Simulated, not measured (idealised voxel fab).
process module | voxel gate over fins
cross-section cut | 205 nm wide | cells 5 nm
A cross-section is a grid of square cells, given in bands from the top down. A band is one or more rows of cells.
Each band's line starts with the height of the band's top and of its bottom, in nm. Then come its materials from left to right, each with its width in nm. One material with "throughout" fills the band from edge to edge. "air" is empty space.
Height 0 is the level under which the wafer as received is all one material. The lowest band goes on downwards, as in "0 down".
A width such as "30 to 40" changes by the same amount from each row of cells to the next, from the band's top row to its bottom row.
"no change" after a step means that no cell of the cross-section changed.
closed voids: empty space of 8 cells or more with no open way to the top, each as width x height at its distance from the left edge, in nm
after a step's settings: what the simulator itself notes on the step
overlay nm, on a step with a mask: how far to the right of its planned place the mask lay; to the left if negative
plan
1 op RECEIVE | material Si
2 op CONFORMAL_DEP | material SiN | thk nm 10
3 op DIRECTIONAL_DEP | material aC | thk nm 10
4 op PATTERN | tone cover | mask id FINS | material resist | width nm 15 | pitch nm 40 | thk nm 30 | overlay nm 0
5 op DIRECTIONAL_ETCH | etch materials aC | depth nm 10
6 op STRIP | etch materials resist
7 op DIRECTIONAL_ETCH | etch materials SiN | depth nm 10
8 op DIRECTIONAL_ETCH | etch materials Si | depth nm 35
9 op STRIP | etch materials aC
10 op OXIDIZE | depth nm 5
11 op FILL_DEP | material SiO2 | thk nm 10
12 op CMP | height nm 10
13 op SELECTIVE_ETCH | etch materials SiO2 | depth nm 25
14 op STRIP | etch materials SiN
15 op CONFORMAL_DEP | material HfO2 | thk nm 5
16 op CONFORMAL_DEP | material TiN | thk nm 5
17 op CONFORMAL_DEP | material TiAl | thk nm 5
18 op CONFORMAL_DEP | material TiN | thk nm 5
19 op FILL_DEP | material W | thk nm 10
20 op CMP | height nm 25
21 op CONFORMAL_DEP | material SiCN | thk nm 10
first wafer, as planned
as received, after step 1
  0 down: Si throughout
  closed voids: none
after step 2
  10 to 0: SiN throughout
  below 0: unchanged
after step 3
  20 to 10: aC throughout
  below 10: unchanged
after step 4
  50 to 20: air 55 | resist 15 | air 25 | resist 15 | air 25 | resist 15 | air 55
  below 20: unchanged
after step 5
  40 to 20: air 55 | resist 15 | air 25 | resist 15 | air 25 | resist 15 | air 55
  20 to 10: air 55 | aC 15 | air 25 | aC 15 | air 25 | aC 15 | air 55
  below 10: unchanged
after step 6
  20 to 10: air 55 | aC 15 | air 25 | aC 15 | air 25 | aC 15 | air 55
  below 10: unchanged
after step 7
  20 to 10: air 55 | aC 15 | air 25 | aC 15 | air 25 | aC 15 | air 55
  10 to 0: air 55 | SiN 15 | air 25 | SiN 15 | air 25 | SiN 15 | air 55
  below 0: unchanged
after step 8
  20 to 10: air 55 | aC 15 | air 25 | aC 15 | air 25 | aC 15 | air 55
  10 to 0: air 55 | SiN 15 | air 25 | SiN 15 | air 25 | SiN 15 | air 55
  0 to -35: air 55 | Si 15 | air 25 | Si 15 | air 25 | Si 15 | air 55
  below -35: unchanged
after step 9
  10 to 0: air 55 | SiN 15 | air 25 | SiN 15 | air 25 | SiN 15 | air 55
  below 0: unchanged
after step 10
  10 to 0: air 55 | SiN 15 | air 25 | SiN 15 | air 25 | SiN 15 | air 55
  0 to -35: air 55 | SiO2 5 | Si 5 | SiO2 5 | air 25 | SiO2 5 | Si 5 | SiO2 5 | air 25 | SiO2 5 | Si 5 | SiO2 5 | air 55
  -35 to -40: SiO2 60 | Si 5 | SiO2 35 | Si 5 | SiO2 35 | Si 5 | SiO2 60
  below -40: unchanged
after step 11
  20 to 10: SiO2 throughout
  10 to 0: SiO2 55 | SiN 15 | SiO2 25 | SiN 15 | SiO2 25 | SiN 15 | SiO2 55
  0 to -40: SiO2 60 | Si 5 | SiO2 35 | Si 5 | SiO2 35 | Si 5 | SiO2 60
  below -40: unchanged
after step 12
  10 to 0: SiO2 55 | SiN 15 | SiO2 25 | SiN 15 | SiO2 25 | SiN 15 | SiO2 55
  below 0: unchanged
after step 13
  10 to 0: air 55 | SiN 15 | air 25 | SiN 15 | air 25 | SiN 15 | air 55
  0 to -15: air 60 | Si 5 | air 35 | Si 5 | air 35 | Si 5 | air 60
  below -15: unchanged
after step 14
  0 to -15: air 60 | Si 5 | air 35 | Si 5 | air 35 | Si 5 | air 60
  below -15: unchanged
after step 15
  5 to 0: air 55 | HfO2 15 | air 25 | HfO2 15 | air 25 | HfO2 15 | air 55
  0 to -10: air 55 | HfO2 5 | Si 5 | HfO2 5 | air 25 | HfO2 5 | Si 5 | HfO2 5 | air 25 | HfO2 5 | Si 5 | HfO2 5 | air 55
  -10 to -15: HfO2 60 | Si 5 | HfO2 35 | Si 5 | HfO2 35 | Si 5 | HfO2 60
  below -15: unchanged
after step 16
  10 to 5: air 50 | TiN 25 | air 15 | TiN 25 | air 15 | TiN 25 | air 50
  5 to 0: air 50 | TiN 5 | HfO2 15 | TiN 5 | air 15 | TiN 5 | HfO2 15 | TiN 5 | air 15 | TiN 5 | HfO2 15 | TiN 5 | air 50
  0 to -5: air 50 | TiN 5 | HfO2 5 | Si 5 | HfO2 5 | TiN 5 | air 15 | TiN 5 | HfO2 5 | Si 5 | HfO2 5 | TiN 5 | air 15 | TiN 5 | HfO2 5 | Si 5 | HfO2 5 | TiN 5 | air 50
  -5 to -10: TiN 55 | HfO2 5 | Si 5 | HfO2 5 | TiN 25 | HfO2 5 | Si 5 | HfO2 5 | TiN 25 | HfO2 5 | Si 5 | HfO2 5 | TiN 55
  below -10: unchanged
after step 17
  15 to 10: air 45 | TiAl 35 | air 5 | TiAl 35 | air 5 | TiAl 35 | air 45
  10 to 5: air 45 | TiAl 5 | TiN 25 | TiAl 5 | air 5 | TiAl 5 | TiN 25 | TiAl 5 | air 5 | TiAl 5 | TiN 25 | TiAl 5 | air 45
  5 to 0: air 45 | TiAl 5 | TiN 5 | HfO2 15 | TiN 5 | TiAl 5 | air 5 | TiAl 5 | TiN 5 | HfO2 15 | TiN 5 | TiAl 5 | air 5 | TiAl 5 | TiN 5 | HfO2 15 | TiN 5 | TiAl 5 | air 45
  0 to -5: TiAl 50 | TiN 5 | HfO2 5 | Si 5 | HfO2 5 | TiN 5 | TiAl 15 | TiN 5 | HfO2 5 | Si 5 | HfO2 5 | TiN 5 | TiAl 15 | TiN 5 | HfO2 5 | Si 5 | HfO2 5 | TiN 5 | TiAl 50
  below -5: unchanged
after step 18
  20 to 15: air 40 | TiN 125 | air 40
  15 to 10: air 40 | TiN 5 | TiAl 35 | TiN 5 | TiAl 35 | TiN 5 | TiAl 35 | TiN 5 | air 40
  10 to 5: air 40 | TiN 5 | TiAl 5 | TiN 25 | TiAl 5 | TiN 5 | TiAl 5 | TiN 25 | TiAl 5 | TiN 5 | TiAl 5 | TiN 25 | TiAl 5 | TiN 5 | air 40
  5 to 0: TiN 45 | TiAl 5 | TiN 5 | HfO2 15 | TiN 5 | TiAl 5 | TiN 5 | TiAl 5 | TiN 5 | HfO2 15 | TiN 5 | TiAl 5 | TiN 5 | TiAl 5 | TiN 5 | HfO2 15 | TiN 5 | TiAl 5 | TiN 45
  below 0: unchanged
after step 19
  30 to 20: W throughout
  20 to 15: W 40 | TiN 125 | W 40
  15 to 10: W 40 | TiN 5 | TiAl 35 | TiN 5 | TiAl 35 | TiN 5 | TiAl 35 | TiN 5 | W 40
  10 to 5: W 40 | TiN 5 | TiAl 5 | TiN 25 | TiAl 5 | TiN 5 | TiAl 5 | TiN 25 | TiAl 5 | TiN 5 | TiAl 5 | TiN 25 | TiAl 5 | TiN 5 | W 40
  below 5: unchanged
after step 20
  25 to 20: W throughout
  below 20: unchanged
after step 21
  35 to 25: SiCN throughout
  below 25: unchanged
second wafer: like start, like plan, one mistake. Through step 15 it matches the first wafer
when step 16 should have ended
  10 to 5: air 50 | TiAl 25 | air 15 | TiAl 25 | air 15 | TiAl 25 | air 50
  5 to 0: air 50 | TiAl 5 | HfO2 15 | TiAl 5 | air 15 | TiAl 5 | HfO2 15 | TiAl 5 | air 15 | TiAl 5 | HfO2 15 | TiAl 5 | air 50
  0 to -5: air 50 | TiAl 5 | HfO2 5 | Si 5 | HfO2 5 | TiAl 5 | air 15 | TiAl 5 | HfO2 5 | Si 5 | HfO2 5 | TiAl 5 | air 15 | TiAl 5 | HfO2 5 | Si 5 | HfO2 5 | TiAl 5 | air 50
  -5 to -10: TiAl 55 | HfO2 5 | Si 5 | HfO2 5 | TiAl 25 | HfO2 5 | Si 5 | HfO2 5 | TiAl 25 | HfO2 5 | Si 5 | HfO2 5 | TiAl 55
  below -10: unchanged
when step 17 should have ended
  15 to 10: air 45 | TiN 35 | air 5 | TiN 35 | air 5 | TiN 35 | air 45
  10 to 5: air 45 | TiN 5 | TiAl 25 | TiN 5 | air 5 | TiN 5 | TiAl 25 | TiN 5 | air 5 | TiN 5 | TiAl 25 | TiN 5 | air 45
  5 to 0: air 45 | TiN 5 | TiAl 5 | HfO2 15 | TiAl 5 | TiN 5 | air 5 | TiN 5 | TiAl 5 | HfO2 15 | TiAl 5 | TiN 5 | air 5 | TiN 5 | TiAl 5 | HfO2 15 | TiAl 5 | TiN 5 | air 45
  0 to -5: TiN 50 | TiAl 5 | HfO2 5 | Si 5 | HfO2 5 | TiAl 5 | TiN 15 | TiAl 5 | HfO2 5 | Si 5 | HfO2 5 | TiAl 5 | TiN 15 | TiAl 5 | HfO2 5 | Si 5 | HfO2 5 | TiAl 5 | TiN 50
  below -5: unchanged
when step 18 should have ended
  20 to 10: air 40 | TiN 125 | air 40
  10 to 5: air 40 | TiN 10 | TiAl 25 | TiN 15 | TiAl 25 | TiN 15 | TiAl 25 | TiN 10 | air 40
  5 to 0: TiN 50 | TiAl 5 | HfO2 15 | TiAl 5 | TiN 15 | TiAl 5 | HfO2 15 | TiAl 5 | TiN 15 | TiAl 5 | HfO2 15 | TiAl 5 | TiN 50
  below 0: unchanged
when step 19 should have ended
  30 to 20: W throughout
  20 to 10: W 40 | TiN 125 | W 40
  10 to 5: W 40 | TiN 10 | TiAl 25 | TiN 15 | TiAl 25 | TiN 15 | TiAl 25 | TiN 10 | W 40
  below 5: unchanged
when step 20 should have ended
  25 to 20: W throughout
  below 20: unchanged
when step 21 should have ended
  35 to 25: SiCN throughout
  below 25: unchanged
what went wrong: steps 16 and 17 were swapped
at the end the second wafer has, in cells: as many of each material as the first, in other places
